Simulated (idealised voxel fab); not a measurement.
process module | voxel air gaps
cross-section cut | 245 nm wide | cells 5 nm
A cross-section is a grid of square cells, given in bands from the top down. A band is one or more rows of cells.
Each band's line starts with the height of the band's top and of its bottom, in nm. Then come its materials from left to right, each with its width in nm. One material with "throughout" fills the band from edge to edge. "air" is empty space.
Height 0 is the level under which the wafer as received is all one material. The lowest band goes on downwards, as in "0 down".
A width such as "30 to 40" changes by the same amount from each row of cells to the next, from the band's top row to its bottom row.
"no change" after a step means that no cell of the cross-section changed.
closed voids: empty space of 8 cells or more with no open way to the top, each as width x height at its distance from the left edge, in nm
after a step's settings: what the simulator itself notes on the step
overlay nm, on a step with a mask: how far to the right of its planned place the mask lay; to the left if negative
plan
1 op RECEIVE | material Si
2 op CONFORMAL_DEP | material SiO2 | thk nm 10
3 op CONFORMAL_DEP | material SiCN | thk nm 5
4 op DIRECTIONAL_DEP | material SiO2 | thk nm 40
5 op DIRECTIONAL_DEP | material aC | thk nm 15
6 op PATTERN | tone open | mask id LINES | material resist | width nm 25 | pitch nm 55 | thk nm 30 | overlay nm 0
7 op DIRECTIONAL_ETCH | etch materials aC | depth nm 15
8 op STRIP | etch materials resist
9 op DIRECTIONAL_ETCH | etch materials SiO2 | depth nm 40
10 op STRIP | etch materials aC
11 op CONFORMAL_DEP | material TiN | thk nm 5
12 op FILL_DEP | material W | thk nm 10
13 op CMP | height nm 55
14 op EPI | material Ru | thk nm 10
15 op SELECTIVE_ETCH | etch materials SiO2 | depth nm 50
16 op CONFORMAL_DEP | material SiCN | thk nm 5
as received, after step 1
  0 down: Si throughout
  closed voids: none
a wafer at the end: this start, this plan, one mistake
  70 to 65: air 10 | SiCN 220 | air 15
  65 to 55: air 10 | SiCN 5 | Ru 45 | SiCN 10 | Ru 45 | SiCN 10 | Ru 45 | SiCN 10 | Ru 45 | SiCN 5 | air 15
  55 to 50: air 10 | SiCN 15 | TiN 5 | W 15 | TiN 5 | SiCN 30 | TiN 5 | W 15 | TiN 5 | SiCN 30 | TiN 5 | W 15 | TiN 5 | SiCN 30 | TiN 5 | W 15 | TiN 5 | SiCN 15 | air 15
  50 to 20: air 20 | SiCN 5 | TiN 5 | W 15 | TiN 5 | SiCN 5 | air 20 | SiCN 5 | TiN 5 | W 15 | TiN 5 | SiCN 5 | air 20 | SiCN 5 | TiN 5 | W 15 | TiN 5 | SiCN 5 | air 20 | SiCN 5 | TiN 5 | W 15 | TiN 5 | SiCN 5 | air 25
  20 to 15: air 20 | SiCN 5 | TiN 25 | SiCN 5 | air 20 | SiCN 5 | TiN 25 | SiCN 5 | air 20 | SiCN 5 | TiN 25 | SiCN 5 | air 20 | SiCN 5 | TiN 25 | SiCN 5 | air 25
  15 to 10: air 20 | SiCN 15 | SiO2 5 | SiCN 15 | air 20 | SiCN 15 | SiO2 5 | SiCN 15 | air 20 | SiCN 15 | SiO2 5 | SiCN 15 | air 20 | SiCN 15 | SiO2 5 | SiCN 15 | air 25
  10 to 5: SiCN 35 | SiO2 5 | SiCN 50 | SiO2 5 | SiCN 50 | SiO2 5 | SiCN 50 | SiO2 5 | SiCN 40
  5 to 0: SiCN throughout
  0 down: Si throughout
  closed voids: 20 x 40 at 55; 20 x 40 at 110; 20 x 40 at 165
what went wrong: steps 2 and 3 were swapped
